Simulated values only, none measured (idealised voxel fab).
process module | voxel self aligned vias
cross-section cut | 265 nm wide | cells 5 nm
A cross-section is a grid of square cells, given in bands from the top down. A band is one or more rows of cells.
Each band's line starts with the height of the band's top and of its bottom, in nm. Then come its materials from left to right, each with its width in nm. One material with "throughout" fills the band from edge to edge. "air" is empty space.
Height 0 is the level under which the wafer as received is all one material. The lowest band goes on downwards, as in "0 down".
A width such as "30 to 40" changes by the same amount from each row of cells to the next, from the band's top row to its bottom row.
"no change" after a step means that no cell of the cross-section changed.
closed voids: empty space of 8 cells or more with no open way to the top, each as width x height at its distance from the left edge, in nm
after a step's settings: what the simulator itself notes on the step
overlay nm, on a step with a mask: how far to the right of its planned place the mask lay; to the left if negative
Each pair below shows a cross-section before one step and the cross-section after it, down to the lowest band that changed. The line under each pair gives the step between them, with its settings. The pairs can come from different runs of this module on the same starting wafer, so a pair continues from the pair above only where its "before" says so.
before
  0 down: Si throughout
  closed voids: none
after
  10 to 0: SiO2 throughout
  below 0: unchanged
  closed voids: none
the step between: op CONFORMAL_DEP | material SiO2 | thk nm 10
before: the cross-section after the pair above
after
  15 to 10: SiCN throughout
  below 10: unchanged
  closed voids: none
the step between: op CONFORMAL_DEP | material SiCN | thk nm 5
before: the cross-section after the pair above
after
  40 to 15: lowk throughout
  below 15: unchanged
  closed voids: none
the step between: op DIRECTIONAL_DEP | material lowk | thk nm 25
before: the cross-section after the pair above
after
  40 to 15: lowk 55 | air 25 | lowk 40 | air 25 | lowk 40 | air 25 | lowk 55
  below 15: unchanged
  closed voids: none
the step between: op MASKED_ETCH | tone open | mask id LINES | width nm 25 | pitch nm 65 | etch materials lowk | depth nm 25 | overlay nm 0
before: the cross-section after the pair above
after
  45 to 40: TiN 60 | air 15 | TiN 50 | air 15 | TiN 50 | air 15 | TiN 60
  40 to 20: lowk 55 | TiN 5 | air 15 | TiN 5 | lowk 40 | TiN 5 | air 15 | TiN 5 | lowk 40 | TiN 5 | air 15 | TiN 5 | lowk 55
  20 to 15: lowk 55 | TiN 25 | lowk 40 | TiN 25 | lowk 40 | TiN 25 | lowk 55
  below 15: unchanged
  closed voids: none
the step between: op CONFORMAL_DEP | material TiN | thk nm 5
before: the cross-section after the pair above
after
  50 to 45: W throughout
  45 to 40: TiN 60 | W 15 | TiN 50 | W 15 | TiN 50 | W 15 | TiN 60
  40 to 20: lowk 55 | TiN 5 | W 15 | TiN 5 | lowk 40 | TiN 5 | W 15 | TiN 5 | lowk 40 | TiN 5 | W 15 | TiN 5 | lowk 55
  below 20: unchanged
  closed voids: none
the step between: op FILL_DEP | material W | thk nm 5
before: the cross-section after the pair above
after
  40 to 20: lowk 55 | TiN 5 | W 15 | TiN 5 | lowk 40 | TiN 5 | W 15 | TiN 5 | lowk 40 | TiN 5 | W 15 | TiN 5 | lowk 55
  below 20: unchanged
  closed voids: none
the step between: op CMP | height nm 40
before: the cross-section after the pair above
after
  40 to 30: lowk 55 | air 25 | lowk 40 | air 25 | lowk 40 | air 25 | lowk 55
  below 30: unchanged
  closed voids: none
the step between: op SELECTIVE_ETCH | etch materials W Ru TiN | depth nm 10
before: the cross-section after the pair above
after
  50 to 40: SiN throughout
  40 to 30: lowk 55 | SiN 25 | lowk 40 | SiN 25 | lowk 40 | SiN 25 | lowk 55
  below 30: unchanged
  closed voids: none
the step between: op FILL_DEP | material SiN | thk nm 10
before: the cross-section after the pair above
after
  40 to 30: lowk 55 | SiN 25 | lowk 40 | SiN 25 | lowk 40 | SiN 25 | lowk 55
  below 30: unchanged
  closed voids: none
the step between: op CMP | height nm 40
before: the cross-section after the pair above
after
  55 to 40: lowk throughout
  below 40: unchanged
  closed voids: none
the step between: op DIRECTIONAL_DEP | material lowk | thk nm 15
before: the cross-section after the pair above
after
  70 to 55: aC throughout
  below 55: unchanged
  closed voids: none
the step between: op DIRECTIONAL_DEP | material aC | thk nm 15
before: the cross-section after the pair above
after
  100 to 70: resist 50 | air 35 | resist 95 | air 35 | resist 50
  below 70: unchanged
  closed voids: none
the step between: op PATTERN | tone open | mask id VIAS | material resist | width nm 35 | pitch nm 130 | thk nm 30 | overlay nm 0
before: the cross-section after the pair above
after
  85 to 70: resist 50 | air 35 | resist 95 | air 35 | resist 50
  70 to 55: aC 50 | air 35 | aC 95 | air 35 | aC 50
  below 55: unchanged
  closed voids: none
the step between: op DIRECTIONAL_ETCH | etch materials aC | depth nm 15
before: the cross-section after the pair above
after
  70 to 55: aC 50 | air 35 | aC 95 | air 35 | aC 50
  below 55: unchanged
  closed voids: none
the step between: op STRIP | etch materials resist
before: the cross-section after the pair above
after
  70 to 55: aC 50 | air 35 | aC 95 | air 35 | aC 50
  55 to 40: lowk 50 | air 35 | lowk 95 | air 35 | lowk 50
  below 40: unchanged
  closed voids: none
the step between: op DIRECTIONAL_ETCH | etch materials lowk | depth nm 15
before: the cross-section after the pair above
after
  70 to 55: aC 50 | air 35 | aC 95 | air 35 | aC 50
  55 to 40: lowk 50 | air 35 | lowk 95 | air 35 | lowk 50
  40 to 30: lowk 55 | air 25 | lowk 40 | SiN 25 | lowk 40 | air 25 | lowk 55
  below 30: unchanged
  closed voids: none
the step between: op DIRECTIONAL_ETCH | etch materials SiN | depth nm 10
before: the cross-section after the pair above
after
  55 to 40: lowk 50 | air 35 | lowk 95 | air 35 | lowk 50
  below 40: unchanged
  closed voids: none
the step between: op STRIP | etch materials aC
before: the cross-section after the pair above
after
  60 to 55: TiN 55 | air 25 | TiN 105 | air 25 | TiN 55
  55 to 45: lowk 50 | TiN 5 | air 25 | TiN 5 | lowk 95 | TiN 5 | air 25 | TiN 5 | lowk 50
  45 to 40: lowk 50 | TiN 10 | air 15 | TiN 10 | lowk 95 | TiN 10 | air 15 | TiN 10 | lowk 50
  40 to 35: lowk 55 | TiN 5 | air 15 | TiN 5 | lowk 40 | SiN 25 | lowk 40 | TiN 5 | air 15 | TiN 5 | lowk 55
  35 to 30: lowk 55 | TiN 25 | lowk 40 | SiN 25 | lowk 40 | TiN 25 | lowk 55
  below 30: unchanged
  closed voids: none
the step between: op CONFORMAL_DEP | material TiN | thk nm 5
before: the cross-section after the pair above
after
  65 to 60: Cu throughout
  60 to 55: TiN 55 | Cu 25 | TiN 105 | Cu 25 | TiN 55
  55 to 45: lowk 50 | TiN 5 | Cu 25 | TiN 5 | lowk 95 | TiN 5 | Cu 25 | TiN 5 | lowk 50
  45 to 40: lowk 50 | TiN 10 | Cu 15 | TiN 10 | lowk 95 | TiN 10 | Cu 15 | TiN 10 | lowk 50
  40 to 35: lowk 55 | TiN 5 | Cu 15 | TiN 5 | lowk 40 | SiN 25 | lowk 40 | TiN 5 | Cu 15 | TiN 5 | lowk 55
  below 35: unchanged
  closed voids: none
the step between: op FILL_DEP | material Cu | thk nm 5
before: the cross-section after the pair above
after
  55 to 45: lowk 50 | TiN 5 | Cu 25 | TiN 5 | lowk 95 | TiN 5 | Cu 25 | TiN 5 | lowk 50
  below 45: unchanged
  closed voids: none
the step between: op CMP | height nm 55
before: the cross-section after the pair above
after
  60 to 55: SiCN throughout
  below 55: unchanged
  closed voids: none
the step between: op CONFORMAL_DEP | material SiCN | thk nm 5
before
  0 down: Si throughout
  closed voids: none
after
  5 to 0: SiCN throughout
  below 0: unchanged
  closed voids: none
the step between: op CONFORMAL_DEP | material SiCN | thk nm 5
before: the cross-section after the pair above
after
  30 to 5: lowk throughout
  below 5: unchanged
  closed voids: none
the step between: op DIRECTIONAL_DEP | material lowk | thk nm 25
before: the cross-section after the pair above
after
  30 to 5: lowk 55 | air 25 | lowk 40 | air 25 | lowk 40 | air 25 | lowk 55
  below 5: unchanged
  closed voids: none
the step between: op MASKED_ETCH | tone open | mask id LINES | width nm 25 | pitch nm 65 | etch materials lowk | depth nm 25 | overlay nm 0
before: the cross-section after the pair above
after
  35 to 30: TiN 60 | air 15 | TiN 50 | air 15 | TiN 50 | air 15 | TiN 60
  30 to 10: lowk 55 | TiN 5 | air 15 | TiN 5 | lowk 40 | TiN 5 | air 15 | TiN 5 | lowk 40 | TiN 5 | air 15 | TiN 5 | lowk 55
  10 to 5: lowk 55 | TiN 25 | lowk 40 | TiN 25 | lowk 40 | TiN 25 | lowk 55
  below 5: unchanged
  closed voids: none
the step between: op CONFORMAL_DEP | material TiN | thk nm 5
before: the cross-section after the pair above
after
  40 to 35: W throughout
  35 to 30: TiN 60 | W 15 | TiN 50 | W 15 | TiN 50 | W 15 | TiN 60
  30 to 10: lowk 55 | TiN 5 | W 15 | TiN 5 | lowk 40 | TiN 5 | W 15 | TiN 5 | lowk 40 | TiN 5 | W 15 | TiN 5 | lowk 55
  below 10: unchanged
  closed voids: none
the step between: op FILL_DEP | material W | thk nm 5
before: the cross-section after the pair above
after
  30 to 10: lowk 55 | TiN 5 | W 15 | TiN 5 | lowk 40 | TiN 5 | W 15 | TiN 5 | lowk 40 | TiN 5 | W 15 | TiN 5 | lowk 55
  below 10: unchanged
  closed voids: none
the step between: op SELECTIVE_ETCH | etch materials W Ru TiN | depth nm 10
before: the cross-section after the pair above
after
  40 to 30: SiN throughout
  below 30: unchanged
  closed voids: none
the step between: op FILL_DEP | material SiN | thk nm 10
before: the cross-section after the pair above
after
  55 to 40: lowk throughout
  below 40: unchanged
  closed voids: none
the step between: op DIRECTIONAL_DEP | material lowk | thk nm 15
before: the cross-section after the pair above
after
  70 to 55: aC throughout
  below 55: unchanged
  closed voids: none
the step between: op DIRECTIONAL_DEP | material aC | thk nm 15
before: the cross-section after the pair above
after
  100 to 70: resist 50 | air 35 | resist 95 | air 35 | resist 50
  below 70: unchanged
  closed voids: none
the step between: op PATTERN | tone open | mask id VIAS | material resist | width nm 35 | pitch nm 130 | thk nm 30 | overlay nm 0
before: the cross-section after the pair above
after
  85 to 70: resist 50 | air 35 | resist 95 | air 35 | resist 50
  70 to 55: aC 50 | air 35 | aC 95 | air 35 | aC 50
  below 55: unchanged
  closed voids: none
the step between: op DIRECTIONAL_ETCH | etch materials aC | depth nm 15
before: the cross-section after the pair above
after
  70 to 55: aC 50 | air 35 | aC 95 | air 35 | aC 50
  below 55: unchanged
  closed voids: none
the step between: op STRIP | etch materials resist
before: the cross-section after the pair above
after
  70 to 55: aC 50 | air 35 | aC 95 | air 35 | aC 50
  55 to 40: lowk 50 | air 35 | lowk 95 | air 35 | lowk 50
  below 40: unchanged
  closed voids: none
the step between: op DIRECTIONAL_ETCH | etch materials lowk | depth nm 15
before: the cross-section after the pair above
after
  70 to 55: aC 50 | air 35 | aC 95 | air 35 | aC 50
  55 to 40: lowk 50 | air 35 | lowk 95 | air 35 | lowk 50
  40 to 30: SiN 50 | air 35 | SiN 95 | air 35 | SiN 50
  below 30: unchanged
  closed voids: none
the step between: op DIRECTIONAL_ETCH | etch materials SiN | depth nm 10
before: the cross-section after the pair above
after
  55 to 40: lowk 50 | air 35 | lowk 95 | air 35 | lowk 50
  below 40: unchanged
  closed voids: none
the step between: op STRIP | etch materials aC
before: the cross-section after the pair above
after
  60 to 55: TiN 55 | air 25 | TiN 105 | air 25 | TiN 55
  55 to 40: lowk 50 | TiN 5 | air 25 | TiN 5 | lowk 95 | TiN 5 | air 25 | TiN 5 | lowk 50
  40 to 35: SiN 50 | TiN 5 | air 25 | TiN 5 | SiN 95 | TiN 5 | air 25 | TiN 5 | SiN 50
  35 to 30: SiN 50 | TiN 35 | SiN 95 | TiN 35 | SiN 50
  below 30: unchanged
  closed voids: none
the step between: op CONFORMAL_DEP | material TiN | thk nm 5
before: the cross-section after the pair above
after
  65 to 60: Cu throughout
  60 to 55: TiN 55 | Cu 25 | TiN 105 | Cu 25 | TiN 55
  55 to 40: lowk 50 | TiN 5 | Cu 25 | TiN 5 | lowk 95 | TiN 5 | Cu 25 | TiN 5 | lowk 50
  40 to 35: SiN 50 | TiN 5 | Cu 25 | TiN 5 | SiN 95 | TiN 5 | Cu 25 | TiN 5 | SiN 50
  below 35: unchanged
  closed voids: none
the step between: op FILL_DEP | material Cu | thk nm 5
before: the cross-section after the pair above
after
  55 to 40: lowk 50 | TiN 5 | Cu 25 | TiN 5 | lowk 95 | TiN 5 | Cu 25 | TiN 5 | lowk 50
  below 40: unchanged
  closed voids: none
the step between: op CMP | height nm 55
before: the cross-section after the pair above
after
  60 to 55: SiCN throughout
  below 55: unchanged
  closed voids: none
the step between: op CONFORMAL_DEP | material SiCN | thk nm 5
before
  70 to 55: aC 50 | air 35 | aC 95 | air 35 | aC 50
  55 to 40: lowk 50 | air 35 | lowk 95 | air 35 | lowk 50
  40 to 30: lowk 55 | SiN 25 | lowk 40 | SiN 25 | lowk 40 | SiN 25 | lowk 55
  30 to 20: lowk 55 | TiN 5 | W 15 | TiN 5 | lowk 40 | TiN 5 | W 15 | TiN 5 | lowk 40 | TiN 5 | W 15 | TiN 5 | lowk 55
  20 to 15: lowk 55 | TiN 25 | lowk 40 | TiN 25 | lowk 40 | TiN 25 | lowk 55
  15 to 10: SiCN throughout
  10 to 0: SiO2 throughout
  0 down: Si throughout
  closed voids: none
after
  70 to 55: aC 50 | air 35 | aC 95 | air 35 | aC 50
  55 to 40: lowk 50 | air 35 | lowk 95 | air 35 | lowk 50
  40 to 30: lowk 50 | air 5 | SiN 25 | air 5 | lowk 35 | SiN 25 | lowk 35 | air 5 | SiN 25 | air 5 | lowk 50
  30 to 25: lowk 50 | air 5 | TiN 5 | W 15 | TiN 5 | air 5 | lowk 35 | TiN 5 | W 15 | TiN 5 | lowk 35 | air 5 | TiN 5 | W 15 | TiN 5 | air 5 | lowk 50
  below 25: unchanged
  closed voids: none
the step between: op DIRECTIONAL_ETCH | etch materials lowk | depth nm 15
before: the cross-section after the pair above
after
  70 to 55: aC 50 | air 35 | aC 95 | air 35 | aC 50
  55 to 40: lowk 50 | air 35 | lowk 95 | air 35 | lowk 50
  40 to 30: lowk 50 | air 35 | lowk 35 | SiN 25 | lowk 35 | air 35 | lowk 50
  below 30: unchanged
  closed voids: none
the step between: op DIRECTIONAL_ETCH | etch materials SiN | depth nm 10
before: the cross-section after the pair above
after
  55 to 40: lowk 50 | air 35 | lowk 95 | air 35 | lowk 50
  below 40: unchanged
  closed voids: none
the step between: op STRIP | etch materials aC
before: the cross-section after the pair above
after
  60 to 55: TiN 55 | air 25 | TiN 105 | air 25 | TiN 55
  55 to 40: lowk 50 | TiN 5 | air 25 | TiN 5 | lowk 95 | TiN 5 | air 25 | TiN 5 | lowk 50
  40 to 35: lowk 50 | TiN 5 | air 25 | TiN 5 | lowk 35 | SiN 25 | lowk 35 | TiN 5 | air 25 | TiN 5 | lowk 50
  35 to 30: lowk 50 | TiN 35 | lowk 35 | SiN 25 | lowk 35 | TiN 35 | lowk 50
  30 to 20: lowk 50 to 55 | TiN 10 to 5 | W 15 | TiN 10 to 5 | lowk 35 to 40 | TiN 5 | W 15 | TiN 5 | lowk 35 to 40 | TiN 10 to 5 | W 15 | TiN 10 to 5 | lowk 50 to 55
  below 20: unchanged
  closed voids: none
the step between: op CONFORMAL_DEP | material TiN | thk nm 5
before: the cross-section after the pair above
after
  65 to 60: Cu throughout
  60 to 55: TiN 55 | Cu 25 | TiN 105 | Cu 25 | TiN 55
  55 to 40: lowk 50 | TiN 5 | Cu 25 | TiN 5 | lowk 95 | TiN 5 | Cu 25 | TiN 5 | lowk 50
  40 to 35: lowk 50 | TiN 5 | Cu 25 | TiN 5 | lowk 35 | SiN 25 | lowk 35 | TiN 5 | Cu 25 | TiN 5 | lowk 50
  below 35: unchanged
  closed voids: none
the step between: op FILL_DEP | material Cu | thk nm 5
before: the cross-section after the pair above
after
  55 to 40: lowk 50 | TiN 5 | Cu 25 | TiN 5 | lowk 95 | TiN 5 | Cu 25 | TiN 5 | lowk 50
  below 40: unchanged
  closed voids: none
the step between: op CMP | height nm 55
before: the cross-section after the pair above
after
  60 to 55: SiCN throughout
  below 55: unchanged
  closed voids: none
the step between: op CONFORMAL_DEP | material SiCN | thk nm 5
before
  10 to 0: SiO2 throughout
  0 down: Si throughout
  closed voids: none
after
  35 to 10: lowk throughout
  below 10: unchanged
  closed voids: none
the step between: op DIRECTIONAL_DEP | material lowk | thk nm 25
before: the cross-section after the pair above
after
  40 to 35: SiCN throughout
  below 35: unchanged
  closed voids: none
the step between: op CONFORMAL_DEP | material SiCN | thk nm 5
before: the cross-section after the pair above
after
  45 to 40: TiN throughout
  below 40: unchanged
  closed voids: none
the step between: op CONFORMAL_DEP | material TiN | thk nm 5
before: the cross-section after the pair above
after
  50 to 45: W throughout
  below 45: unchanged
  closed voids: none
the step between: op FILL_DEP | material W | thk nm 5
before: the cross-section after the pair above
after
  40 to 35: SiCN throughout
  below 35: unchanged
  closed voids: none
the step between: op CMP | height nm 40
before: the cross-section after the pair above
after
  50 to 40: SiN throughout
  below 40: unchanged
  closed voids: none
the step between: op FILL_DEP | material SiN | thk nm 10
before: the cross-section after the pair above
after
  40 to 35: SiCN throughout
  below 35: unchanged
  closed voids: none
the step between: op CMP | height nm 40
before: the cross-section after the pair above
after
  55 to 40: lowk throughout
  below 40: unchanged
  closed voids: none
the step between: op DIRECTIONAL_DEP | material lowk | thk nm 15
before: the cross-section after the pair above
after
  70 to 55: aC throughout
  below 55: unchanged
  closed voids: none
the step between: op DIRECTIONAL_DEP | material aC | thk nm 15
before: the cross-section after the pair above
after
  100 to 70: resist 50 | air 35 | resist 95 | air 35 | resist 50
  below 70: unchanged
  closed voids: none
the step between: op PATTERN | tone open | mask id VIAS | material resist | width nm 35 | pitch nm 130 | thk nm 30 | overlay nm 0
before: the cross-section after the pair above
after
  85 to 70: resist 50 | air 35 | resist 95 | air 35 | resist 50
  70 to 55: aC 50 | air 35 | aC 95 | air 35 | aC 50
  below 55: unchanged
  closed voids: none
the step between: op DIRECTIONAL_ETCH | etch materials aC | depth nm 15
before: the cross-section after the pair above
after
  70 to 55: aC 50 | air 35 | aC 95 | air 35 | aC 50
  below 55: unchanged
  closed voids: none
the step between: op STRIP | etch materials resist
before: the cross-section after the pair above
after
  70 to 55: aC 50 | air 35 | aC 95 | air 35 | aC 50
  55 to 40: lowk 50 | air 35 | lowk 95 | air 35 | lowk 50
  below 40: unchanged
  closed voids: none
the step between: op DIRECTIONAL_ETCH | etch materials lowk | depth nm 15
before: the cross-section after the pair above
after
  55 to 40: lowk 50 | air 35 | lowk 95 | air 35 | lowk 50
  below 40: unchanged
  closed voids: none
the step between: op STRIP | etch materials aC
before: the cross-section after the pair above
after
  60 to 55: TiN 55 | air 25 | TiN 105 | air 25 | TiN 55
  55 to 45: lowk 50 | TiN 5 | air 25 | TiN 5 | lowk 95 | TiN 5 | air 25 | TiN 5 | lowk 50
  45 to 40: lowk 50 | TiN 35 | lowk 95 | TiN 35 | lowk 50
  below 40: unchanged
  closed voids: none
the step between: op CONFORMAL_DEP | material TiN | thk nm 5
before: the cross-section after the pair above
after
  65 to 60: Cu throughout
  60 to 55: TiN 55 | Cu 25 | TiN 105 | Cu 25 | TiN 55
  55 to 45: lowk 50 | TiN 5 | Cu 25 | TiN 5 | lowk 95 | TiN 5 | Cu 25 | TiN 5 | lowk 50
  below 45: unchanged
  closed voids: none
the step between: op FILL_DEP | material Cu | thk nm 5
before: the cross-section after the pair above
after
  55 to 45: lowk 50 | TiN 5 | Cu 25 | TiN 5 | lowk 95 | TiN 5 | Cu 25 | TiN 5 | lowk 50
  below 45: unchanged
  closed voids: none
the step between: op CMP | height nm 55
before: the cross-section after the pair above
after
  60 to 55: SiCN throughout
  below 55: unchanged
  closed voids: none
the step between: op CONFORMAL_DEP | material SiCN | thk nm 5
before
  65 to 60: Cu throughout
  60 to 55: TiN 55 | Cu 25 | TiN 105 | Cu 25 | TiN 55
  55 to 45: lowk 50 | TiN 5 | Cu 25 | TiN 5 | lowk 95 | TiN 5 | Cu 25 | TiN 5 | lowk 50
  45 to 40: lowk 50 | TiN 10 | Cu 15 | TiN 10 | lowk 95 | TiN 10 | Cu 15 | TiN 10 | lowk 50
  40 to 35: lowk 55 | TiN 5 | Cu 15 | TiN 5 | lowk 40 | SiN 25 | lowk 40 | TiN 5 | Cu 15 | TiN 5 | lowk 55
  35 to 30: lowk 55 | TiN 25 | lowk 40 | SiN 25 | lowk 40 | TiN 25 | lowk 55
  30 to 20: lowk 55 | TiN 5 | W 15 | TiN 5 | lowk 40 | TiN 5 | W 15 | TiN 5 | lowk 40 | TiN 5 | W 15 | TiN 5 | lowk 55
  20 to 15: lowk 55 | TiN 25 | lowk 40 | TiN 25 | lowk 40 | TiN 25 | lowk 55
  15 to 10: SiCN throughout
  10 to 0: SiO2 throughout
  0 down: Si throughout
  closed voids: none
after
  45 to 40: lowk 50 | TiN 10 | Cu 15 | TiN 10 | lowk 95 | TiN 10 | Cu 15 | TiN 10 | lowk 50
  below 40: unchanged
  closed voids: none
the step between: op CMP | height nm 45
before: the cross-section after the pair above
after
  50 to 45: SiCN throughout
  below 45: unchanged
  closed voids: none
the step between: op CONFORMAL_DEP | material SiCN | thk nm 5
before
  70 to 55: aC throughout
  55 to 40: lowk throughout
  40 to 30: lowk 55 | SiN 25 | lowk 40 | SiN 25 | lowk 40 | SiN 25 | lowk 55
  30 to 20: lowk 55 | TiN 5 | W 15 | TiN 5 | lowk 40 | TiN 5 | W 15 | TiN 5 | lowk 40 | TiN 5 | W 15 | TiN 5 | lowk 55
  20 to 15: lowk 55 | TiN 25 | lowk 40 | TiN 25 | lowk 40 | TiN 25 | lowk 55
  15 to 10: SiCN throughout
  10 to 0: SiO2 throughout
  0 down: Si throughout
  closed voids: none
after
  100 to 70: resist 50 | air 40 | resist 90 | air 40 | resist 45
  below 70: unchanged
  closed voids: none
the step between: op PATTERN | tone open | mask id VIAS | material resist | width nm 40 | pitch nm 130 | thk nm 30 | overlay nm 0
before: the cross-section after the pair above
after
  85 to 70: resist 50 | air 40 | resist 90 | air 40 | resist 45
  70 to 55: aC 50 | air 40 | aC 90 | air 40 | aC 45
  below 55: unchanged
  closed voids: none
the step between: op DIRECTIONAL_ETCH | etch materials aC | depth nm 15
before: the cross-section after the pair above
after
  70 to 55: aC 50 | air 40 | aC 90 | air 40 | aC 45
  below 55: unchanged
  closed voids: none
the step between: op STRIP | etch materials resist
before: the cross-section after the pair above
after
  70 to 55: aC 50 | air 40 | aC 90 | air 40 | aC 45
  55 to 40: lowk 50 | air 40 | lowk 90 | air 40 | lowk 45
  below 40: unchanged
  closed voids: none
the step between: op DIRECTIONAL_ETCH | etch materials lowk | depth nm 15
before: the cross-section after the pair above
after
  70 to 55: aC 50 | air 40 | aC 90 | air 40 | aC 45
  55 to 40: lowk 50 | air 40 | lowk 90 | air 40 | lowk 45
  40 to 30: lowk 55 | air 25 | lowk 40 | SiN 25 | lowk 40 | air 25 | lowk 55
  below 30: unchanged
  closed voids: none
the step between: op DIRECTIONAL_ETCH | etch materials SiN | depth nm 10
before: the cross-section after the pair above
after
  55 to 40: lowk 50 | air 40 | lowk 90 | air 40 | lowk 45
  below 40: unchanged
  closed voids: none
the step between: op STRIP | etch materials aC
before: the cross-section after the pair above
after
  60 to 55: TiN 55 | air 30 | TiN 100 | air 30 | TiN 50
  55 to 45: lowk 50 | TiN 5 | air 30 | TiN 5 | lowk 90 | TiN 5 | air 30 | TiN 5 | lowk 45
  45 to 40: lowk 50 | TiN 10 | air 15 | TiN 15 | lowk 90 | TiN 10 | air 15 | TiN 15 | lowk 45
  40 to 35: lowk 55 | TiN 5 | air 15 | TiN 5 | lowk 40 | SiN 25 | lowk 40 | TiN 5 | air 15 | TiN 5 | lowk 55
  35 to 30: lowk 55 | TiN 25 | lowk 40 | SiN 25 | lowk 40 | TiN 25 | lowk 55
  below 30: unchanged
  closed voids: none
the step between: op CONFORMAL_DEP | material TiN | thk nm 5
before: the cross-section after the pair above
after
  65 to 60: Cu throughout
  60 to 55: TiN 55 | Cu 30 | TiN 100 | Cu 30 | TiN 50
  55 to 45: lowk 50 | TiN 5 | Cu 30 | TiN 5 | lowk 90 | TiN 5 | Cu 30 | TiN 5 | lowk 45
  45 to 40: lowk 50 | TiN 10 | Cu 15 | TiN 15 | lowk 90 | TiN 10 | Cu 15 | TiN 15 | lowk 45
  40 to 35: lowk 55 | TiN 5 | Cu 15 | TiN 5 | lowk 40 | SiN 25 | lowk 40 | TiN 5 | Cu 15 | TiN 5 | lowk 55
  below 35: unchanged
  closed voids: none
the step between: op FILL_DEP | material Cu | thk nm 5
before: the cross-section after the pair above
after
  55 to 45: lowk 50 | TiN 5 | Cu 30 | TiN 5 | lowk 90 | TiN 5 | Cu 30 | TiN 5 | lowk 45
  below 45: unchanged
  closed voids: none
the step between: op CMP | height nm 55
before: the cross-section after the pair above
after
  60 to 55: SiCN throughout
  below 55: unchanged
  closed voids: none
the step between: op CONFORMAL_DEP | material SiCN | thk nm 5
before
  40 to 15: lowk throughout
  15 to 10: SiCN throughout
  10 to 0: SiO2 throughout
  0 down: Si throughout
  closed voids: none
after
  40 to 15: lowk 65 | air 25 | lowk 40 | air 25 | lowk 40 | air 25 | lowk 45
  below 15: unchanged
  closed voids: none
the step between: op MASKED_ETCH | tone open | mask id LINES | width nm 25 | pitch nm 65 | etch materials lowk | depth nm 25 | overlay nm 10
before: the cross-section after the pair above
after
  45 to 40: TiN 70 | air 15 | TiN 50 | air 15 | TiN 50 | air 15 | TiN 50
  40 to 20: lowk 65 | TiN 5 | air 15 | TiN 5 | lowk 40 | TiN 5 | air 15 | TiN 5 | lowk 40 | TiN 5 | air 15 | TiN 5 | lowk 45
  20 to 15: lowk 65 | TiN 25 | lowk 40 | TiN 25 | lowk 40 | TiN 25 | lowk 45
  below 15: unchanged
  closed voids: none
the step between: op CONFORMAL_DEP | material TiN | thk nm 5
before: the cross-section after the pair above
after
  50 to 45: W throughout
  45 to 40: TiN 70 | W 15 | TiN 50 | W 15 | TiN 50 | W 15 | TiN 50
  40 to 20: lowk 65 | TiN 5 | W 15 | TiN 5 | lowk 40 | TiN 5 | W 15 | TiN 5 | lowk 40 | TiN 5 | W 15 | TiN 5 | lowk 45
  below 20: unchanged
  closed voids: none
the step between: op FILL_DEP | material W | thk nm 5
before: the cross-section after the pair above
after
  40 to 20: lowk 65 | TiN 5 | W 15 | TiN 5 | lowk 40 | TiN 5 | W 15 | TiN 5 | lowk 40 | TiN 5 | W 15 | TiN 5 | lowk 45
  below 20: unchanged
  closed voids: none
the step between: op CMP | height nm 40
before: the cross-section after the pair above
after
  40 to 30: lowk 65 | air 25 | lowk 40 | air 25 | lowk 40 | air 25 | lowk 45
  below 30: unchanged
  closed voids: none
the step between: op SELECTIVE_ETCH | etch materials W Ru TiN | depth nm 10
before: the cross-section after the pair above
after
  50 to 40: SiN throughout
  40 to 30: lowk 65 | SiN 25 | lowk 40 | SiN 25 | lowk 40 | SiN 25 | lowk 45
  below 30: unchanged
  closed voids: none
the step between: op FILL_DEP | material SiN | thk nm 10
before: the cross-section after the pair above
after
  40 to 30: lowk 65 | SiN 25 | lowk 40 | SiN 25 | lowk 40 | SiN 25 | lowk 45
  below 30: unchanged
  closed voids: none
the step between: op CMP | height nm 40
before: the cross-section after the pair above
after
  55 to 40: lowk throughout
  below 40: unchanged
  closed voids: none
the step between: op DIRECTIONAL_DEP | material lowk | thk nm 15
before: the cross-section after the pair above
after
  70 to 55: aC throughout
  below 55: unchanged
  closed voids: none
the step between: op DIRECTIONAL_DEP | material aC | thk nm 15
before: the cross-section after the pair above
after
  100 to 70: resist 50 | air 35 | resist 95 | air 35 | resist 50
  below 70: unchanged
  closed voids: none
the step between: op PATTERN | tone open | mask id VIAS | material resist | width nm 35 | pitch nm 130 | thk nm 30 | overlay nm 0
before: the cross-section after the pair above
after
  85 to 70: resist 50 | air 35 | resist 95 | air 35 | resist 50
  70 to 55: aC 50 | air 35 | aC 95 | air 35 | aC 50
  below 55: unchanged
  closed voids: none
the step between: op DIRECTIONAL_ETCH | etch materials aC | depth nm 15
before: the cross-section after the pair above
after
  70 to 55: aC 50 | air 35 | aC 95 | air 35 | aC 50
  below 55: unchanged
  closed voids: none
the step between: op STRIP | etch materials resist
before: the cross-section after the pair above
after
  70 to 55: aC 50 | air 35 | aC 95 | air 35 | aC 50
  55 to 40: lowk 50 | air 35 | lowk 95 | air 35 | lowk 50
  below 40: unchanged
  closed voids: none
the step between: op DIRECTIONAL_ETCH | etch materials lowk | depth nm 15
before: the cross-section after the pair above
after
  70 to 55: aC 50 | air 35 | aC 95 | air 35 | aC 50
  55 to 40: lowk 50 | air 35 | lowk 95 | air 35 | lowk 50
  40 to 30: lowk 65 | air 20 | SiN 5 | lowk 40 | SiN 25 | lowk 40 | air 20 | SiN 5 | lowk 45
  below 30: unchanged
  closed voids: none
the step between: op DIRECTIONAL_ETCH | etch materials SiN | depth nm 10
before: the cross-section after the pair above
after
  55 to 40: lowk 50 | air 35 | lowk 95 | air 35 | lowk 50
  below 40: unchanged
  closed voids: none
the step between: op STRIP | etch materials aC
before: the cross-section after the pair above
after
  60 to 55: TiN 55 | air 25 | TiN 105 | air 25 | TiN 55
  55 to 45: lowk 50 | TiN 5 | air 25 | TiN 5 | lowk 95 | TiN 5 | air 25 | TiN 5 | lowk 50
  45 to 40: lowk 50 | TiN 20 | air 10 | TiN 5 | lowk 95 | TiN 20 | air 10 | TiN 5 | lowk 50
  40 to 35: lowk 65 | TiN 5 | air 10 | TiN 5 | SiN 5 | lowk 40 | SiN 25 | lowk 40 | TiN 5 | air 10 | TiN 5 | SiN 5 | lowk 45
  35 to 30: lowk 65 | TiN 20 | SiN 5 | lowk 40 | SiN 25 | lowk 40 | TiN 20 | SiN 5 | lowk 45
  below 30: unchanged
  closed voids: none
the step between: op CONFORMAL_DEP | material TiN | thk nm 5
